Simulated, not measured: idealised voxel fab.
Process module in this document: voxel double patterning
Pictured: cross-section cut, 265 nm wide, on a grid of 5 nm square cells.
We lay out every cross-section as a grid of square cells and spell it out in bands from the top down, where one band means one or more rows of cells. Basically the band line says how high the top is and how high the bottom is, in nm, and then what's in it from left to right, every material with its width in nm. Empty space shows up as "empty", and if a single material carries "all across" it runs the full band edge to edge. Heights from 0 (as-received wafer is one material below). Bottom band endless downward, as "0 nm and below". Read "30->40" as a graded width: first number on top, second number at the bottom, same change between each pair of neighbouring rows. "no change occurred" -> step changed no cross-section cell. Listed in "Sealed-off cavities": every empty space of 8 or more cells without an open way to the top. Form: width x height at distance, the distance being from the left edge, all in nm. Read whatever lies past the settings on a step's line as the simulator's own remark about the step. The "overlay nm" setting may appear on a step's line; for a step that uses a mask, it gives how far to the right of its planned position the mask lay, and a negative value indicates the left.
Intended process steps:
1. RECEIVE (material Si)
2. CONFORMAL_DEP (material SiO2; thk nm 10)
3. DIRECTIONAL_DEP (material W; thk nm 20)
4. DIRECTIONAL_DEP (material SiCN; thk nm 10)
5. DIRECTIONAL_DEP (material aC; thk nm 10)
6. PATTERN (tone open; mask id FIRST; material resist; width nm 15; pitch nm 50; thk nm 30; overlay nm 0)
7. DIRECTIONAL_ETCH (etch materials aC; depth nm 10)
8. STRIP (etch materials resist)
9. DIRECTIONAL_ETCH (etch materials SiCN; depth nm 10)
10. STRIP (etch materials aC)
11. MASKED_ETCH (tone open; mask id SECOND; width nm 15; etch materials SiCN; depth nm 10; overlay nm 0)
12. DIRECTIONAL_ETCH (etch materials W; depth nm 20)
13. STRIP (etch materials SiCN)
Wafer as received: cross-section following step 1:
0 nm and below | Si all across
Sealed-off cavities: none
Module complete, cross-section. Starting point and plan per above. One mistake made in running the module:
30 nm to 10 nm | 125 empty, 15 W, 125 empty
10 nm to 0 nm | SiO2 all across
0 nm and below | Si all across
Sealed-off cavities: none
Deviation noted in wafer processing: step 11 ran differently from the plan; actual operation with settings: MASKED_ETCH (tone cover; mask id SECOND; width nm 15; etch materials SiCN; depth nm 10; overlay nm 0)
